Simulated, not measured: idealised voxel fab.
Process module under the name voxel ribs on slabs
Square cell edge 5 nm, section width 285 nm, ID cut.
Cross-section format: a grid of square cells, given as bands from top to bottom; each band is one or more rows of cells. Band: top and bottom heights (nm) first, top before bottom; then materials from left to right, widths in nm. "all across" marks a sole material filling the band edge to edge. "air" denotes empty space. The level at which height equals 0 is the one under which the wafer, as it arrives, is entirely one material. No lower edge exists for the bottom band, which continues downward and is notated as in "0 and below". With a width like "30..40", each row of cells in the band differs from the next by the same amount, the top row carrying the first number and the bottom row the second. It should be understood that the words "left unchanged", when stated for a given step, signify that the cross-section underwent no change in any of its cells during that step. Voids not open to the top, 8 cells minimum: see "Sealed-off cavities". Written width x height at distance; distance is from the left edge; nm. That trailing text on a step's line, after the settings, is the simulator's own remark on the step. Steps that use a mask can have "overlay nm" on their line. It says how far the mask sat to the right of where it was meant to be. Negative means to the left.
# The following list gives the planned process steps
- 1: RECEIVE,material Si
- 2: DIRECTIONAL_DEP,material SiO2,thk nm 25
- 3: DIRECTIONAL_DEP,material SiN,thk nm 20
- 4: DIRECTIONAL_DEP,material aC,thk nm 10
- 5: PATTERN,tone cover,mask id RIB,material resist,width nm 25,thk nm 25,overlay nm 0
- 6: DIRECTIONAL_ETCH,etch materials aC,depth nm 10
- 7: STRIP,etch materials resist
- 8: DIRECTIONAL_ETCH,etch materials SiN,depth nm 5
- 9: STRIP,etch materials aC
- 10: DIRECTIONAL_DEP,material aC,thk nm 10
- 11: PATTERN,tone cover,mask id SLAB,material resist,width nm 55,thk nm 30,overlay nm -15
- 12: DIRECTIONAL_ETCH,etch materials aC,depth nm 10
- 13: STRIP,etch materials resist
- 14: DIRECTIONAL_ETCH,etch materials SiN,depth nm 15
- 15: STRIP,etch materials aC
- 16: FILL_DEP,material SiO2,thk nm 15
- 17: CMP,height nm 55
- 18: DIRECTIONAL_DEP,material W,thk nm 5
- 19: PATTERN,tone cover,mask id HEATER,material resist,width nm 35,thk nm 20,overlay nm 0
- 20: DIRECTIONAL_ETCH,etch materials W,depth nm 5
- 21: STRIP,etch materials resist
- 22: CONFORMAL_DEP,material SiO2,thk nm 5
The overlay nm used in step 11 is not the same on every wafer, whereas the starting condition is; the value printed in the plan is the first wafer's.
# This is how the first of several wafers looked in cross-section when it arrived, which is after step 1
	0 and below  Si all across
	Sealed-off cavities: none
# Module end state after final step 22: cross-section of the first of several wafers
	65 down to 60  120 air  45 SiO2  120 air
	60 down to 55  125 SiO2  35 W  125 SiO2
	55 down to 45  SiO2 all across
	45 down to 40  130 SiO2  25 SiN  130 SiO2
	40 down to 25  100 SiO2  55 SiN  130 SiO2
	25 down to 0  SiO2 all across
	0 and below  Si all across
	Sealed-off cavities: none
# End of module: cross-section, last of several wafers
	65 down to 60  120 air  45 SiO2  120 air
	60 down to 55  125 SiO2  35 W  125 SiO2
	55 down to 45  SiO2 all across
	45 down to 40  130 SiO2  25 SiN  130 SiO2
	40 down to 25  130 SiO2  55 SiN  100 SiO2
	25 down to 0  SiO2 all across
	0 and below  Si all across
	Sealed-off cavities: none
# Below: a row per wafer. Contents at end of module: for every material, cells gained since receipt (+) or lost since receipt (-); then closed voids
overlay nm -15, +38 SiN, +648 SiO2, +7 W, Sealed-off cavities: none
overlay nm -10, +38 SiN, +648 SiO2, +7 W, Sealed-off cavities: none
overlay nm -5, +38 SiN, +648 SiO2, +7 W, Sealed-off cavities: none
overlay nm 0, +38 SiN, +648 SiO2, +7 W, Sealed-off cavities: none
overlay nm 5, +38 SiN, +648 SiO2, +7 W, Sealed-off cavities: none
overlay nm 10, +38 SiN, +648 SiO2, +7 W, Sealed-off cavities: none
overlay nm 15, +38 SiN, +648 SiO2, +7 W, Sealed-off cavities: none
